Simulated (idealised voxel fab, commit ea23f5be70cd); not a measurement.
process module | voxel transistor to metal
cross-section cut | 270 nm wide | cells 5 nm
A cross-section is a grid of square cells, given in bands from the top down. A band is one or more rows of cells.
Each band's line starts with the height of the band's top and of its bottom, in nm. Then come its materials from left to right, each with its width in nm. One material with "throughout" fills the band from edge to edge. "air" is empty space.
Height 0 is the level under which the wafer as received is all one material. The lowest band goes on downwards, as in "0 down".
A width such as "30 to 40" changes by the same amount from each row of cells to the next, from the band's top row to its bottom row.
"no change" after a step means that no cell of the cross-section changed.
closed voids: empty space of 8 cells or more with no open way to the top, each as width x height at its distance from the left edge, in nm
after a step's settings: what the simulator itself notes on the step
overlay nm, on a step with a mask: how far to the right of its planned place the mask lay; to the left if negative
plan
1 op RECEIVE | material Si
2 op OXIDIZE | depth nm 5
3 op CONFORMAL_DEP | material SiN | thk nm 10
4 op MASKED_ETCH | tone cover | mask id ACTIVE | width nm 110 | pitch nm 130 | etch materials SiN | depth nm 10 | overlay nm 0
5 op MASKED_ETCH | tone cover | mask id ACTIVE | width nm 110 | pitch nm 130 | etch materials SiO2 | depth nm 5 | overlay nm 0
6 op MASKED_ETCH | tone cover | mask id ACTIVE | width nm 110 | pitch nm 130 | etch materials Si | depth nm 20 | overlay nm 0
7 op FILL_DEP | material SiO2 | thk nm 5
8 op CMP | height nm 10
9 op SELECTIVE_ETCH | etch materials SiO2 | depth nm 5
10 op STRIP | etch materials SiN
11 op SELECTIVE_ETCH | etch materials SiO2 | depth nm 5
12 op OXIDIZE | depth nm 5
13 op DIRECTIONAL_DEP | material polySi | thk nm 25
14 op DIRECTIONAL_DEP | material SiCN | thk nm 10
15 op PATTERN | tone cover | mask id GATE | material resist | width nm 20 | pitch nm 130 | thk nm 20 | overlay nm 0
16 op DIRECTIONAL_ETCH | etch materials SiCN | depth nm 20
17 op DIRECTIONAL_ETCH | etch materials polySi | depth nm 35
18 op STRIP | etch materials resist
19 op CONFORMAL_DEP | material SiN | thk nm 5
20 op DIRECTIONAL_ETCH | etch materials SiN | depth nm 5
21 op DIRECTIONAL_ETCH | etch materials SiO2 | depth nm 5
22 op EPI | material SiGe | thk nm 5
23 op FILL_DEP | material SiO2 | thk nm 10
24 op CMP | height nm 30
25 op DIRECTIONAL_DEP | material SiO2 | thk nm 10
26 op PATTERN | tone open | mask id CONTACT | material resist | width nm 30 | thk nm 20 | overlay nm 0
27 op DIRECTIONAL_ETCH | etch materials SiO2 | depth nm 45
28 op STRIP | etch materials resist
29 op CONFORMAL_DEP | material TiN | thk nm 5
30 op FILL_DEP | material Ru | thk nm 10
31 op CMP | height nm 40
32 op DIRECTIONAL_DEP | material TiN | thk nm 5
33 op DIRECTIONAL_DEP | material W | thk nm 15
34 op PATTERN | tone cover | mask id METAL_1 | material resist | width nm 20 | thk nm 15 | overlay nm 0
35 op DIRECTIONAL_ETCH | etch materials W | depth nm 15
36 op DIRECTIONAL_ETCH | etch materials TiN | depth nm 5
37 op STRIP | etch materials resist
38 op CONFORMAL_DEP | material SiN | thk nm 5
39 op FILL_DEP | material SiO2 | thk nm 5
40 op CMP | height nm 60
41 op CONFORMAL_DEP | material SiN | thk nm 5
first wafer, as planned
as received, after step 1
  0 down: Si throughout
  closed voids: none
after step 2
  0 to -5: SiO2 throughout
  below -5: unchanged
after step 3
  10 to 0: SiN throughout
  below 0: unchanged
after step 4
  10 to 0: air 15 | SiN 110 | air 20 | SiN 110 | air 15
  below 0: unchanged
after step 5
  10 to 0: air 15 | SiN 110 | air 20 | SiN 110 | air 15
  0 to -5: air 15 | SiO2 110 | air 20 | SiO2 110 | air 15
  below -5: unchanged
after step 6
  10 to 0: air 15 | SiN 110 | air 20 | SiN 110 | air 15
  0 to -5: air 15 | SiO2 110 | air 20 | SiO2 110 | air 15
  -5 to -25: air 15 | Si 110 | air 20 | Si 110 | air 15
  below -25: unchanged
after step 7
  15 to 10: SiO2 throughout
  10 to 0: SiO2 15 | SiN 110 | SiO2 20 | SiN 110 | SiO2 15
  0 to -5: SiO2 throughout
  -5 to -25: SiO2 15 | Si 110 | SiO2 20 | Si 110 | SiO2 15
  below -25: unchanged
after step 8
  10 to 0: SiO2 15 | SiN 110 | SiO2 20 | SiN 110 | SiO2 15
  below 0: unchanged
after step 9
  10 to 5: air 15 | SiN 110 | air 20 | SiN 110 | air 15
  below 5: unchanged
after step 10
  5 to 0: SiO2 15 | air 110 | SiO2 20 | air 110 | SiO2 15
  below 0: unchanged
after step 11
  0 to -5: SiO2 10 | air 120 | SiO2 10 | air 120 | SiO2 10
  below -5: unchanged
after step 12
  0 to -5: SiO2 10 | air 120 | SiO2 10 | air 120 | SiO2 10
  -5 to -10: SiO2 throughout
  below -10: unchanged
after step 13
  25 to 20: polySi 10 | air 120 | polySi 10 | air 120 | polySi 10
  20 to 0: polySi throughout
  0 to -5: SiO2 10 | polySi 120 | SiO2 10 | polySi 120 | SiO2 10
  below -5: unchanged
after step 14
  35 to 30: SiCN 10 | air 120 | SiCN 10 | air 120 | SiCN 10
  30 to 25: SiCN throughout
  25 to 20: polySi 10 | SiCN 120 | polySi 10 | SiCN 120 | polySi 10
  below 20: unchanged
after step 15
  55 to 35: air 60 | resist 20 | air 110 | resist 20 | air 60
  35 to 30: SiCN 10 | air 50 | resist 20 | air 50 | SiCN 10 | air 50 | resist 20 | air 50 | SiCN 10
  below 30: unchanged
after step 16
  55 to 30: air 60 | resist 20 | air 110 | resist 20 | air 60
  30 to 25: air 60 | SiCN 20 | air 110 | SiCN 20 | air 60
  25 to 20: polySi 10 | air 50 | SiCN 20 | air 50 | polySi 10 | air 50 | SiCN 20 | air 50 | polySi 10
  below 20: unchanged
after step 17
  55 to 30: air 60 | resist 20 | air 110 | resist 20 | air 60
  30 to 20: air 60 | SiCN 20 | air 110 | SiCN 20 | air 60
  20 to 0: air 60 | polySi 20 | air 110 | polySi 20 | air 60
  0 to -5: SiO2 10 | air 50 | polySi 20 | air 50 | SiO2 10 | air 50 | polySi 20 | air 50 | SiO2 10
  below -5: unchanged
after step 18
  30 to 20: air 60 | SiCN 20 | air 110 | SiCN 20 | air 60
  below 20: unchanged
after step 19
  35 to 30: air 55 | SiN 30 | air 100 | SiN 30 | air 55
  30 to 20: air 55 | SiN 5 | SiCN 20 | SiN 5 | air 100 | SiN 5 | SiCN 20 | SiN 5 | air 55
  20 to 5: air 55 | SiN 5 | polySi 20 | SiN 5 | air 100 | SiN 5 | polySi 20 | SiN 5 | air 55
  5 to 0: SiN 15 | air 40 | SiN 5 | polySi 20 | SiN 5 | air 40 | SiN 20 | air 40 | SiN 5 | polySi 20 | SiN 5 | air 40 | SiN 15
  0 to -5: SiO2 10 | SiN 50 | polySi 20 | SiN 50 | SiO2 10 | SiN 50 | polySi 20 | SiN 50 | SiO2 10
  below -5: unchanged
after step 20
  30 to 20: air 55 | SiN 5 | SiCN 20 | SiN 5 | air 100 | SiN 5 | SiCN 20 | SiN 5 | air 55
  20 to 0: air 55 | SiN 5 | polySi 20 | SiN 5 | air 100 | SiN 5 | polySi 20 | SiN 5 | air 55
  0 to -5: SiO2 10 | SiN 5 | air 40 | SiN 5 | polySi 20 | SiN 5 | air 40 | SiN 5 | SiO2 10 | SiN 5 | air 40 | SiN 5 | polySi 20 | SiN 5 | air 40 | SiN 5 | SiO2 10
  below -5: unchanged
after step 21
  30 to 20: air 55 | SiN 5 | SiCN 20 | SiN 5 | air 100 | SiN 5 | SiCN 20 | SiN 5 | air 55
  20 to 0: air 55 | SiN 5 | polySi 20 | SiN 5 | air 100 | SiN 5 | polySi 20 | SiN 5 | air 55
  0 to -5: air 10 | SiN 5 | air 40 | SiN 5 | polySi 20 | SiN 5 | air 40 | SiN 5 | air 10 | SiN 5 | air 40 | SiN 5 | polySi 20 | SiN 5 | air 40 | SiN 5 | air 10
  -5 to -10: SiO2 15 | air 40 | SiO2 30 | air 40 | SiO2 20 | air 40 | SiO2 30 | air 40 | SiO2 15
  below -10: unchanged
after step 22
  30 to 20: air 55 | SiN 5 | SiCN 20 | SiN 5 | air 100 | SiN 5 | SiCN 20 | SiN 5 | air 55
  20 to 0: air 55 | SiN 5 | polySi 20 | SiN 5 | air 100 | SiN 5 | polySi 20 | SiN 5 | air 55
  0 to -5: air 10 | SiN 5 | air 40 | SiN 5 | polySi 20 | SiN 5 | air 40 | SiN 5 | air 10 | SiN 5 | air 40 | SiN 5 | polySi 20 | SiN 5 | air 40 | SiN 5 | air 10
  -5 to -10: SiO2 15 | SiGe 40 | SiO2 30 | SiGe 40 | SiO2 20 | SiGe 40 | SiO2 30 | SiGe 40 | SiO2 15
  below -10: unchanged
after step 23
  40 to 30: SiO2 throughout
  30 to 20: SiO2 55 | SiN 5 | SiCN 20 | SiN 5 | SiO2 100 | SiN 5 | SiCN 20 | SiN 5 | SiO2 55
  20 to 0: SiO2 55 | SiN 5 | polySi 20 | SiN 5 | SiO2 100 | SiN 5 | polySi 20 | SiN 5 | SiO2 55
  0 to -5: SiO2 10 | SiN 5 | SiO2 40 | SiN 5 | polySi 20 | SiN 5 | SiO2 40 | SiN 5 | SiO2 10 | SiN 5 | SiO2 40 | SiN 5 | polySi 20 | SiN 5 | SiO2 40 | SiN 5 | SiO2 10
  below -5: unchanged
after step 24
  30 to 20: SiO2 55 | SiN 5 | SiCN 20 | SiN 5 | SiO2 100 | SiN 5 | SiCN 20 | SiN 5 | SiO2 55
  below 20: unchanged
after step 25
  40 to 30: SiO2 throughout
  below 30: unchanged
after step 26
  60 to 40: resist 25 | air 30 | resist 30 | air 30 | resist 40 | air 30 | resist 30 | air 30 | resist 25
  below 40: unchanged
after step 27
  60 to 40: resist 25 | air 30 | resist 30 | air 30 | resist 40 | air 30 | resist 30 | air 30 | resist 25
  40 to 30: SiO2 25 | air 30 | SiO2 30 | air 30 | SiO2 40 | air 30 | SiO2 30 | air 30 | SiO2 25
  30 to 20: SiO2 25 | air 30 | SiN 5 | SiCN 20 | SiN 5 | air 30 | SiO2 40 | air 30 | SiN 5 | SiCN 20 | SiN 5 | air 30 | SiO2 25
  20 to 0: SiO2 25 | air 30 | SiN 5 | polySi 20 | SiN 5 | air 30 | SiO2 40 | air 30 | SiN 5 | polySi 20 | SiN 5 | air 30 | SiO2 25
  0 to -5: SiO2 10 | SiN 5 | SiO2 10 | air 30 | SiN 5 | polySi 20 | SiN 5 | air 30 | SiO2 10 | SiN 5 | SiO2 10 | SiN 5 | SiO2 10 | air 30 | SiN 5 | polySi 20 | SiN 5 | air 30 | SiO2 10 | SiN 5 | SiO2 10
  below -5: unchanged
after step 28
  40 to 30: SiO2 25 | air 30 | SiO2 30 | air 30 | SiO2 40 | air 30 | SiO2 30 | air 30 | SiO2 25
  below 30: unchanged
after step 29
  45 to 40: TiN 30 | air 20 | TiN 40 | air 20 | TiN 50 | air 20 | TiN 40 | air 20 | TiN 30
  40 to 30: SiO2 25 | TiN 5 | air 20 | TiN 5 | SiO2 30 | TiN 5 | air 20 | TiN 5 | SiO2 40 | TiN 5 | air 20 | TiN 5 | SiO2 30 | TiN 5 | air 20 | TiN 5 | SiO2 25
  30 to 20: SiO2 25 | TiN 5 | air 20 | TiN 5 | SiN 5 | SiCN 20 | SiN 5 | TiN 5 | air 20 | TiN 5 | SiO2 40 | TiN 5 | air 20 | TiN 5 | SiN 5 | SiCN 20 | SiN 5 | TiN 5 | air 20 | TiN 5 | SiO2 25
  20 to 0: SiO2 25 | TiN 5 | air 20 | TiN 5 | SiN 5 | polySi 20 | SiN 5 | TiN 5 | air 20 | TiN 5 | SiO2 40 | TiN 5 | air 20 | TiN 5 | SiN 5 | polySi 20 | SiN 5 | TiN 5 | air 20 | TiN 5 | SiO2 25
  0 to -5: SiO2 10 | SiN 5 | SiO2 10 | TiN 30 | SiN 5 | polySi 20 | SiN 5 | TiN 30 | SiO2 10 | SiN 5 | SiO2 10 | SiN 5 | SiO2 10 | TiN 30 | SiN 5 | polySi 20 | SiN 5 | TiN 30 | SiO2 10 | SiN 5 | SiO2 10
  below -5: unchanged
after step 30
  55 to 45: Ru throughout
  45 to 40: TiN 30 | Ru 20 | TiN 40 | Ru 20 | TiN 50 | Ru 20 | TiN 40 | Ru 20 | TiN 30
  40 to 30: SiO2 25 | TiN 5 | Ru 20 | TiN 5 | SiO2 30 | TiN 5 | Ru 20 | TiN 5 | SiO2 40 | TiN 5 | Ru 20 | TiN 5 | SiO2 30 | TiN 5 | Ru 20 | TiN 5 | SiO2 25
  30 to 20: SiO2 25 | TiN 5 | Ru 20 | TiN 5 | SiN 5 | SiCN 20 | SiN 5 | TiN 5 | Ru 20 | TiN 5 | SiO2 40 | TiN 5 | Ru 20 | TiN 5 | SiN 5 | SiCN 20 | SiN 5 | TiN 5 | Ru 20 | TiN 5 | SiO2 25
  20 to 0: SiO2 25 | TiN 5 | Ru 20 | TiN 5 | SiN 5 | polySi 20 | SiN 5 | TiN 5 | Ru 20 | TiN 5 | SiO2 40 | TiN 5 | Ru 20 | TiN 5 | SiN 5 | polySi 20 | SiN 5 | TiN 5 | Ru 20 | TiN 5 | SiO2 25
  below 0: unchanged
after step 31
  40 to 30: SiO2 25 | TiN 5 | Ru 20 | TiN 5 | SiO2 30 | TiN 5 | Ru 20 | TiN 5 | SiO2 40 | TiN 5 | Ru 20 | TiN 5 | SiO2 30 | TiN 5 | Ru 20 | TiN 5 | SiO2 25
  below 30: unchanged
after step 32
  45 to 40: TiN throughout
  below 40: unchanged
after step 33
  60 to 45: W throughout
  below 45: unchanged
after step 34
  75 to 60: air 25 | resist 20 | air 50 | resist 20 | air 40 | resist 20 | air 50 | resist 20 | air 25
  below 60: unchanged
after step 35
  75 to 60: air 25 | resist 20 | air 50 | resist 20 | air 40 | resist 20 | air 50 | resist 20 | air 25
  60 to 45: air 25 | W 20 | air 50 | W 20 | air 40 | W 20 | air 50 | W 20 | air 25
  below 45: unchanged
after step 36
  75 to 60: air 25 | resist 20 | air 50 | resist 20 | air 40 | resist 20 | air 50 | resist 20 | air 25
  60 to 45: air 25 | W 20 | air 50 | W 20 | air 40 | W 20 | air 50 | W 20 | air 25
  45 to 40: air 25 | TiN 20 | air 50 | TiN 20 | air 40 | TiN 20 | air 50 | TiN 20 | air 25
  below 40: unchanged
after step 37
  60 to 45: air 25 | W 20 | air 50 | W 20 | air 40 | W 20 | air 50 | W 20 | air 25
  below 45: unchanged
after step 38
  65 to 60: air 20 | SiN 30 | air 40 | SiN 30 | air 30 | SiN 30 | air 40 | SiN 30 | air 20
  60 to 45: air 20 | SiN 5 | W 20 | SiN 5 | air 40 | SiN 5 | W 20 | SiN 5 | air 30 | SiN 5 | W 20 | SiN 5 | air 40 | SiN 5 | W 20 | SiN 5 | air 20
  45 to 40: SiN 25 | TiN 20 | SiN 50 | TiN 20 | SiN 40 | TiN 20 | SiN 50 | TiN 20 | SiN 25
  below 40: unchanged
after step 39
  70 to 65: SiO2 throughout
  65 to 60: SiO2 20 | SiN 30 | SiO2 40 | SiN 30 | SiO2 30 | SiN 30 | SiO2 40 | SiN 30 | SiO2 20
  60 to 45: SiO2 20 | SiN 5 | W 20 | SiN 5 | SiO2 40 | SiN 5 | W 20 | SiN 5 | SiO2 30 | SiN 5 | W 20 | SiN 5 | SiO2 40 | SiN 5 | W 20 | SiN 5 | SiO2 20
  below 45: unchanged
after step 40
  60 to 45: SiO2 20 | SiN 5 | W 20 | SiN 5 | SiO2 40 | SiN 5 | W 20 | SiN 5 | SiO2 30 | SiN 5 | W 20 | SiN 5 | SiO2 40 | SiN 5 | W 20 | SiN 5 | SiO2 20
  below 45: unchanged
after step 41
  65 to 60: SiN throughout
  below 60: unchanged
second wafer: like start, like plan, one mistake. Through step 5 it matches the first wafer
when step 6 should have ended
  10 to 0: air 15 | SiN 110 | air 20 | SiN 110 | air 15
  0 to -5: air 15 | SiO2 110 | air 20 | SiO2 110 | air 15
  -5 to -45: air 15 | Si 110 | air 20 | Si 110 | air 15
  below -45: unchanged
when step 7 should have ended
  15 to 10: SiO2 throughout
  10 to 0: SiO2 15 | SiN 110 | SiO2 20 | SiN 110 | SiO2 15
  0 to -5: SiO2 throughout
  -5 to -45: SiO2 15 | Si 110 | SiO2 20 | Si 110 | SiO2 15
  below -45: unchanged
when step 8 should have ended
  10 to 0: SiO2 15 | SiN 110 | SiO2 20 | SiN 110 | SiO2 15
  below 0: unchanged
when step 9 should have ended
  10 to 5: air 15 | SiN 110 | air 20 | SiN 110 | air 15
  below 5: unchanged
when step 10 should have ended
  5 to 0: SiO2 15 | air 110 | SiO2 20 | air 110 | SiO2 15
  below 0: unchanged
when step 11 should have ended
  0 to -5: SiO2 10 | air 120 | SiO2 10 | air 120 | SiO2 10
  below -5: unchanged
when step 12 should have ended
  0 to -5: SiO2 10 | air 120 | SiO2 10 | air 120 | SiO2 10
  -5 to -10: SiO2 throughout
  below -10: unchanged
when step 13 should have ended
  25 to 20: polySi 10 | air 120 | polySi 10 | air 120 | polySi 10
  20 to 0: polySi throughout
  0 to -5: SiO2 10 | polySi 120 | SiO2 10 | polySi 120 | SiO2 10
  below -5: unchanged
when step 14 should have ended
  35 to 30: SiCN 10 | air 120 | SiCN 10 | air 120 | SiCN 10
  30 to 25: SiCN throughout
  25 to 20: polySi 10 | SiCN 120 | polySi 10 | SiCN 120 | polySi 10
  below 20: unchanged
when step 15 should have ended
  55 to 35: air 60 | resist 20 | air 110 | resist 20 | air 60
  35 to 30: SiCN 10 | air 50 | resist 20 | air 50 | SiCN 10 | air 50 | resist 20 | air 50 | SiCN 10
  below 30: unchanged
when step 16 should have ended
  55 to 30: air 60 | resist 20 | air 110 | resist 20 | air 60
  30 to 25: air 60 | SiCN 20 | air 110 | SiCN 20 | air 60
  25 to 20: polySi 10 | air 50 | SiCN 20 | air 50 | polySi 10 | air 50 | SiCN 20 | air 50 | polySi 10
  below 20: unchanged
when step 17 should have ended
  55 to 30: air 60 | resist 20 | air 110 | resist 20 | air 60
  30 to 20: air 60 | SiCN 20 | air 110 | SiCN 20 | air 60
  20 to 0: air 60 | polySi 20 | air 110 | polySi 20 | air 60
  0 to -5: SiO2 10 | air 50 | polySi 20 | air 50 | SiO2 10 | air 50 | polySi 20 | air 50 | SiO2 10
  below -5: unchanged
when step 18 should have ended
  30 to 20: air 60 | SiCN 20 | air 110 | SiCN 20 | air 60
  below 20: unchanged
when step 19 should have ended
  35 to 30: air 55 | SiN 30 | air 100 | SiN 30 | air 55
  30 to 20: air 55 | SiN 5 | SiCN 20 | SiN 5 | air 100 | SiN 5 | SiCN 20 | SiN 5 | air 55
  20 to 5: air 55 | SiN 5 | polySi 20 | SiN 5 | air 100 | SiN 5 | polySi 20 | SiN 5 | air 55
  5 to 0: SiN 15 | air 40 | SiN 5 | polySi 20 | SiN 5 | air 40 | SiN 20 | air 40 | SiN 5 | polySi 20 | SiN 5 | air 40 | SiN 15
  0 to -5: SiO2 10 | SiN 50 | polySi 20 | SiN 50 | SiO2 10 | SiN 50 | polySi 20 | SiN 50 | SiO2 10
  below -5: unchanged
when step 20 should have ended
  30 to 20: air 55 | SiN 5 | SiCN 20 | SiN 5 | air 100 | SiN 5 | SiCN 20 | SiN 5 | air 55
  20 to 0: air 55 | SiN 5 | polySi 20 | SiN 5 | air 100 | SiN 5 | polySi 20 | SiN 5 | air 55
  0 to -5: SiO2 10 | SiN 5 | air 40 | SiN 5 | polySi 20 | SiN 5 | air 40 | SiN 5 | SiO2 10 | SiN 5 | air 40 | SiN 5 | polySi 20 | SiN 5 | air 40 | SiN 5 | SiO2 10
  below -5: unchanged
when step 21 should have ended
  30 to 20: air 55 | SiN 5 | SiCN 20 | SiN 5 | air 100 | SiN 5 | SiCN 20 | SiN 5 | air 55
  20 to 0: air 55 | SiN 5 | polySi 20 | SiN 5 | air 100 | SiN 5 | polySi 20 | SiN 5 | air 55
  0 to -5: air 10 | SiN 5 | air 40 | SiN 5 | polySi 20 | SiN 5 | air 40 | SiN 5 | air 10 | SiN 5 | air 40 | SiN 5 | polySi 20 | SiN 5 | air 40 | SiN 5 | air 10
  -5 to -10: SiO2 15 | air 40 | SiO2 30 | air 40 | SiO2 20 | air 40 | SiO2 30 | air 40 | SiO2 15
  below -10: unchanged
when step 22 should have ended
  30 to 20: air 55 | SiN 5 | SiCN 20 | SiN 5 | air 100 | SiN 5 | SiCN 20 | SiN 5 | air 55
  20 to 0: air 55 | SiN 5 | polySi 20 | SiN 5 | air 100 | SiN 5 | polySi 20 | SiN 5 | air 55
  0 to -5: air 10 | SiN 5 | air 40 | SiN 5 | polySi 20 | SiN 5 | air 40 | SiN 5 | air 10 | SiN 5 | air 40 | SiN 5 | polySi 20 | SiN 5 | air 40 | SiN 5 | air 10
  -5 to -10: SiO2 15 | SiGe 40 | SiO2 30 | SiGe 40 | SiO2 20 | SiGe 40 | SiO2 30 | SiGe 40 | SiO2 15
  below -10: unchanged
when step 23 should have ended
  40 to 30: SiO2 throughout
  30 to 20: SiO2 55 | SiN 5 | SiCN 20 | SiN 5 | SiO2 100 | SiN 5 | SiCN 20 | SiN 5 | SiO2 55
  20 to 0: SiO2 55 | SiN 5 | polySi 20 | SiN 5 | SiO2 100 | SiN 5 | polySi 20 | SiN 5 | SiO2 55
  0 to -5: SiO2 10 | SiN 5 | SiO2 40 | SiN 5 | polySi 20 | SiN 5 | SiO2 40 | SiN 5 | SiO2 10 | SiN 5 | SiO2 40 | SiN 5 | polySi 20 | SiN 5 | SiO2 40 | SiN 5 | SiO2 10
  below -5: unchanged
when step 24 should have ended
  30 to 20: SiO2 55 | SiN 5 | SiCN 20 | SiN 5 | SiO2 100 | SiN 5 | SiCN 20 | SiN 5 | SiO2 55
  below 20: unchanged
when step 25 should have ended
  40 to 30: SiO2 throughout
  below 30: unchanged
when step 26 should have ended
  60 to 40: resist 25 | air 30 | resist 30 | air 30 | resist 40 | air 30 | resist 30 | air 30 | resist 25
  below 40: unchanged
when step 27 should have ended
  60 to 40: resist 25 | air 30 | resist 30 | air 30 | resist 40 | air 30 | resist 30 | air 30 | resist 25
  40 to 30: SiO2 25 | air 30 | SiO2 30 | air 30 | SiO2 40 | air 30 | SiO2 30 | air 30 | SiO2 25
  30 to 20: SiO2 25 | air 30 | SiN 5 | SiCN 20 | SiN 5 | air 30 | SiO2 40 | air 30 | SiN 5 | SiCN 20 | SiN 5 | air 30 | SiO2 25
  20 to 0: SiO2 25 | air 30 | SiN 5 | polySi 20 | SiN 5 | air 30 | SiO2 40 | air 30 | SiN 5 | polySi 20 | SiN 5 | air 30 | SiO2 25
  0 to -5: SiO2 10 | SiN 5 | SiO2 10 | air 30 | SiN 5 | polySi 20 | SiN 5 | air 30 | SiO2 10 | SiN 5 | SiO2 10 | SiN 5 | SiO2 10 | air 30 | SiN 5 | polySi 20 | SiN 5 | air 30 | SiO2 10 | SiN 5 | SiO2 10
  below -5: unchanged
when step 28 should have ended
  40 to 30: SiO2 25 | air 30 | SiO2 30 | air 30 | SiO2 40 | air 30 | SiO2 30 | air 30 | SiO2 25
  below 30: unchanged
when step 29 should have ended
  45 to 40: TiN 30 | air 20 | TiN 40 | air 20 | TiN 50 | air 20 | TiN 40 | air 20 | TiN 30
  40 to 30: SiO2 25 | TiN 5 | air 20 | TiN 5 | SiO2 30 | TiN 5 | air 20 | TiN 5 | SiO2 40 | TiN 5 | air 20 | TiN 5 | SiO2 30 | TiN 5 | air 20 | TiN 5 | SiO2 25
  30 to 20: SiO2 25 | TiN 5 | air 20 | TiN 5 | SiN 5 | SiCN 20 | SiN 5 | TiN 5 | air 20 | TiN 5 | SiO2 40 | TiN 5 | air 20 | TiN 5 | SiN 5 | SiCN 20 | SiN 5 | TiN 5 | air 20 | TiN 5 | SiO2 25
  20 to 0: SiO2 25 | TiN 5 | air 20 | TiN 5 | SiN 5 | polySi 20 | SiN 5 | TiN 5 | air 20 | TiN 5 | SiO2 40 | TiN 5 | air 20 | TiN 5 | SiN 5 | polySi 20 | SiN 5 | TiN 5 | air 20 | TiN 5 | SiO2 25
  0 to -5: SiO2 10 | SiN 5 | SiO2 10 | TiN 30 | SiN 5 | polySi 20 | SiN 5 | TiN 30 | SiO2 10 | SiN 5 | SiO2 10 | SiN 5 | SiO2 10 | TiN 30 | SiN 5 | polySi 20 | SiN 5 | TiN 30 | SiO2 10 | SiN 5 | SiO2 10
  below -5: unchanged
when step 30 should have ended
  55 to 45: Ru throughout
  45 to 40: TiN 30 | Ru 20 | TiN 40 | Ru 20 | TiN 50 | Ru 20 | TiN 40 | Ru 20 | TiN 30
  40 to 30: SiO2 25 | TiN 5 | Ru 20 | TiN 5 | SiO2 30 | TiN 5 | Ru 20 | TiN 5 | SiO2 40 | TiN 5 | Ru 20 | TiN 5 | SiO2 30 | TiN 5 | Ru 20 | TiN 5 | SiO2 25
  30 to 20: SiO2 25 | TiN 5 | Ru 20 | TiN 5 | SiN 5 | SiCN 20 | SiN 5 | TiN 5 | Ru 20 | TiN 5 | SiO2 40 | TiN 5 | Ru 20 | TiN 5 | SiN 5 | SiCN 20 | SiN 5 | TiN 5 | Ru 20 | TiN 5 | SiO2 25
  20 to 0: SiO2 25 | TiN 5 | Ru 20 | TiN 5 | SiN 5 | polySi 20 | SiN 5 | TiN 5 | Ru 20 | TiN 5 | SiO2 40 | TiN 5 | Ru 20 | TiN 5 | SiN 5 | polySi 20 | SiN 5 | TiN 5 | Ru 20 | TiN 5 | SiO2 25
  below 0: unchanged
when step 31 should have ended
  40 to 30: SiO2 25 | TiN 5 | Ru 20 | TiN 5 | SiO2 30 | TiN 5 | Ru 20 | TiN 5 | SiO2 40 | TiN 5 | Ru 20 | TiN 5 | SiO2 30 | TiN 5 | Ru 20 | TiN 5 | SiO2 25
  below 30: unchanged
when step 32 should have ended
  45 to 40: TiN throughout
  below 40: unchanged
when step 33 should have ended
  60 to 45: W throughout
  below 45: unchanged
when step 34 should have ended
  75 to 60: air 25 | resist 20 | air 50 | resist 20 | air 40 | resist 20 | air 50 | resist 20 | air 25
  below 60: unchanged
when step 35 should have ended
  75 to 60: air 25 | resist 20 | air 50 | resist 20 | air 40 | resist 20 | air 50 | resist 20 | air 25
  60 to 45: air 25 | W 20 | air 50 | W 20 | air 40 | W 20 | air 50 | W 20 | air 25
  below 45: unchanged
when step 36 should have ended
  75 to 60: air 25 | resist 20 | air 50 | resist 20 | air 40 | resist 20 | air 50 | resist 20 | air 25
  60 to 45: air 25 | W 20 | air 50 | W 20 | air 40 | W 20 | air 50 | W 20 | air 25
  45 to 40: air 25 | TiN 20 | air 50 | TiN 20 | air 40 | TiN 20 | air 50 | TiN 20 | air 25
  below 40: unchanged
when step 37 should have ended
  60 to 45: air 25 | W 20 | air 50 | W 20 | air 40 | W 20 | air 50 | W 20 | air 25
  below 45: unchanged
when step 38 should have ended
  65 to 60: air 20 | SiN 30 | air 40 | SiN 30 | air 30 | SiN 30 | air 40 | SiN 30 | air 20
  60 to 45: air 20 | SiN 5 | W 20 | SiN 5 | air 40 | SiN 5 | W 20 | SiN 5 | air 30 | SiN 5 | W 20 | SiN 5 | air 40 | SiN 5 | W 20 | SiN 5 | air 20
  45 to 40: SiN 25 | TiN 20 | SiN 50 | TiN 20 | SiN 40 | TiN 20 | SiN 50 | TiN 20 | SiN 25
  below 40: unchanged
when step 39 should have ended
  70 to 65: SiO2 throughout
  65 to 60: SiO2 20 | SiN 30 | SiO2 40 | SiN 30 | SiO2 30 | SiN 30 | SiO2 40 | SiN 30 | SiO2 20
  60 to 45: SiO2 20 | SiN 5 | W 20 | SiN 5 | SiO2 40 | SiN 5 | W 20 | SiN 5 | SiO2 30 | SiN 5 | W 20 | SiN 5 | SiO2 40 | SiN 5 | W 20 | SiN 5 | SiO2 20
  below 45: unchanged
when step 40 should have ended
  60 to 45: SiO2 20 | SiN 5 | W 20 | SiN 5 | SiO2 40 | SiN 5 | W 20 | SiN 5 | SiO2 30 | SiN 5 | W 20 | SiN 5 | SiO2 40 | SiN 5 | W 20 | SiN 5 | SiO2 20
  below 45: unchanged
when step 41 should have ended
  65 to 60: SiN throughout
  below 60: unchanged
what went wrong: step 6 was run twice
at the end the second wafer has, in cells: 40 fewer of Si | 40 more of SiO2
